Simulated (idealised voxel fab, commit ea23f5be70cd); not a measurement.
process module | voxel trench capacitor
cross-section cut | 145 nm wide | cells 5 nm
A cross-section is a grid of square cells, given in bands from the top down. A band is one or more rows of cells.
Each band's line starts with the height of the band's top and of its bottom, in nm. Then come its materials from left to right, each with its width in nm. One material with "throughout" fills the band from edge to edge. "air" is empty space.
Height 0 is the level under which the wafer as received is all one material. The lowest band goes on downwards, as in "0 down".
A width such as "30 to 40" changes by the same amount from each row of cells to the next, from the band's top row to its bottom row.
"no change" after a step means that no cell of the cross-section changed.
closed voids: empty space of 8 cells or more with no open way to the top, each as width x height at its distance from the left edge, in nm
after a step's settings: what the simulator itself notes on the step
overlay nm, on a step with a mask: how far to the right of its planned place the mask lay; to the left if negative
plan
1 op RECEIVE | material Si
2 op CONFORMAL_DEP | material SiN | thk nm 5
3 op DIRECTIONAL_DEP | material aC | thk nm 15
4 op PATTERN | tone open | mask id TRENCH | material resist | width nm 20 | pitch nm 35 | thk nm 35 | overlay nm 0
5 op DIRECTIONAL_ETCH | etch materials aC | depth nm 15
6 op STRIP | etch materials resist
7 op DIRECTIONAL_ETCH | etch materials SiN | depth nm 5
8 op DIRECTIONAL_ETCH | etch materials Si | depth nm 35
9 op STRIP | etch materials aC
10 op CONFORMAL_DEP | material SiO2 | thk nm 5
11 op FILL_DEP | material polySi | thk nm 10
12 op CMP | height nm 5
varied across the wafers: thk nm of step 2. The plan shows the first wafer's value. All wafers start alike
first wafer as received, after step 1
  0 down: Si throughout
  closed voids: none
first wafer at the end, after step 12
  5 to 0: SiN 45 | SiO2 5 | polySi 10 | SiO2 5 | SiN 15 | SiO2 5 | polySi 10 | SiO2 5 | SiN 45
  0 to -30: Si 45 | SiO2 5 | polySi 10 | SiO2 5 | Si 15 | SiO2 5 | polySi 10 | SiO2 5 | Si 45
  -30 to -35: Si 45 | SiO2 20 | Si 15 | SiO2 20 | Si 45
  -35 down: Si throughout
  closed voids: none
last wafer at the end
  5 to 0: SiN throughout
  0 down: Si throughout
  closed voids: none
each wafer at the end: cells of each material gained (+) or lost (-) since it was received, then its closed voids
thk nm 5 | -56 Si | +21 SiN | +36 SiO2 | +28 polySi | closed voids: none
thk nm 10 | +29 SiN | closed voids: none
thk nm 15 | +29 SiN | closed voids: none
thk nm 20 | +29 SiN | closed voids: none
